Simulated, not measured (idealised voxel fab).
A process module follows: voxel trench capacitor.
cross-section cut | 210 nm wide | cells 5 nm
When this document writes out a cross-section, it uses a grid of square cells and lists it as bands, beginning at the top and moving down, with a band standing for one or more rows of cells.
The entry gives the band's vertical extent as a top height and a bottom height in nm, then its horizontal make-up as materials from left to right, each with a width in nm. "blank" stands for empty space; a single material marked "everywhere" fills the band edge to edge.
Measure heights from 0. That's the level where, below it, the as-received wafer is all one material. The lowest band is bottomless and extends downward; write it as in "0..down".
A width given as "30->40" starts at the first number in the band's top row and ends at the second number in its bottom row, shifting by an equal amount at every step from row to row.
When a step is marked "no change", none of the cells in the cross-section changed during that step.
Look at "Tabulated closed voids" for the closed voids: empty spaces with no open path to the top, sized 8 cells or up. Each is width x height at distance, distance from the left edge, all nm.
after a step's settings: what the simulator itself notes on the step
What "overlay nm" on a step's line means: if the step has a mask, that mask lay this far to the right of its planned place, or, when the value is negative, to the left.
-- This section lists the process steps that were planned
| 1 | RECEIVE (material Si) |
| 2 | CONFORMAL_DEP (material SiN; thk nm 5) |
| 3 | MASKED_ETCH (tone open; mask id TRENCH; width nm 30; pitch nm 60; etch materials SiN; depth nm 5; overlay nm 0) |
| 4 | MASKED_ETCH (tone open; mask id TRENCH; width nm 20; pitch nm 60; etch materials Si; depth nm 30; overlay nm 0) |
| 5 | CONFORMAL_DEP (material Al2O3; thk nm 5) |
| 6 | CONFORMAL_DEP (material TiN; thk nm 5) |
| 7 | FILL_DEP (material W; thk nm 10) |
| 8 | CMP (height nm 5) |
What sets these wafers apart? The width nm at step 4. They all start alike, and the plan carries the first wafer's value.
-- So this is the first of several wafers, cross-sectioned as it came to us, meaning it's at the end of step 1
0..down  Si everywhere
Tabulated closed voids: none
-- Post step 8, the closing step of the module: first of several wafers, cross-sectioned
5..0  30 of SiN, then 10 of Al2O3, then 10 of TiN, then 10 of Al2O3, then 30 of SiN, then 10 of Al2O3, then 10 of TiN, then 10 of Al2O3, then 30 of SiN, then 10 of Al2O3, then 10 of TiN, then 10 of Al2O3, then 30 of SiN
0..-25  35 of Si, then 5 of Al2O3, then 10 of TiN, then 5 of Al2O3, then 40 of Si, then 5 of Al2O3, then 10 of TiN, then 5 of Al2O3, then 40 of Si, then 5 of Al2O3, then 10 of TiN, then 5 of Al2O3, then 35 of Si
-25..-30  35 of Si, then 20 of Al2O3, then 40 of Si, then 20 of Al2O3, then 40 of Si, then 20 of Al2O3, then 35 of Si
-30..down  Si everywhere
Tabulated closed voids: none
-- Showing the last wafer in cross-section at the end of the module
5..0  30 of SiN, then 5 of Al2O3, then 5 of TiN, then 10 of W, then 5 of TiN, then 5 of Al2O3, then 30 of SiN, then 5 of Al2O3, then 5 of TiN, then 10 of W, then 5 of TiN, then 5 of Al2O3, then 30 of SiN, then 5 of Al2O3, then 5 of TiN, then 10 of W, then 5 of TiN, then 5 of Al2O3, then 30 of SiN
0..-20  30 of Si, then 5 of Al2O3, then 5 of TiN, then 10 of W, then 5 of TiN, then 5 of Al2O3, then 30 of Si, then 5 of Al2O3, then 5 of TiN, then 10 of W, then 5 of TiN, then 5 of Al2O3, then 30 of Si, then 5 of Al2O3, then 5 of TiN, then 10 of W, then 5 of TiN, then 5 of Al2O3, then 30 of Si
-20..-25  30 of Si, then 5 of Al2O3, then 20 of TiN, then 5 of Al2O3, then 30 of Si, then 5 of Al2O3, then 20 of TiN, then 5 of Al2O3, then 30 of Si, then 5 of Al2O3, then 20 of TiN, then 5 of Al2O3, then 30 of Si
-25..-30  30 of Si, then 30 of Al2O3, then 30 of Si, then 30 of Al2O3, then 30 of Si, then 30 of Al2O3, then 30 of Si
-30..down  Si everywhere
Tabulated closed voids: none
-- Per wafer (row), end of module: delta in cells per material since receipt, (+) for gained, (-) for lost; closed voids after that
width nm 20, +54 Al2O3, -72 Si, +24 SiN, +36 TiN, Tabulated closed voids: none
width nm 25, +54 Al2O3, -90 Si, +24 SiN, +39 TiN, +15 W, Tabulated closed voids: none
width nm 30, +54 Al2O3, -108 Si, +24 SiN, +42 TiN, +30 W, Tabulated closed voids: none
width nm 35, +54 Al2O3, -108 Si, +24 SiN, +42 TiN, +30 W, Tabulated closed voids: none
width nm 40, +54 Al2O3, -108 Si, +24 SiN, +42 TiN, +30 W, Tabulated closed voids: none
width nm 45, +54 Al2O3, -108 Si, +24 SiN, +42 TiN, +30 W, Tabulated closed voids: none
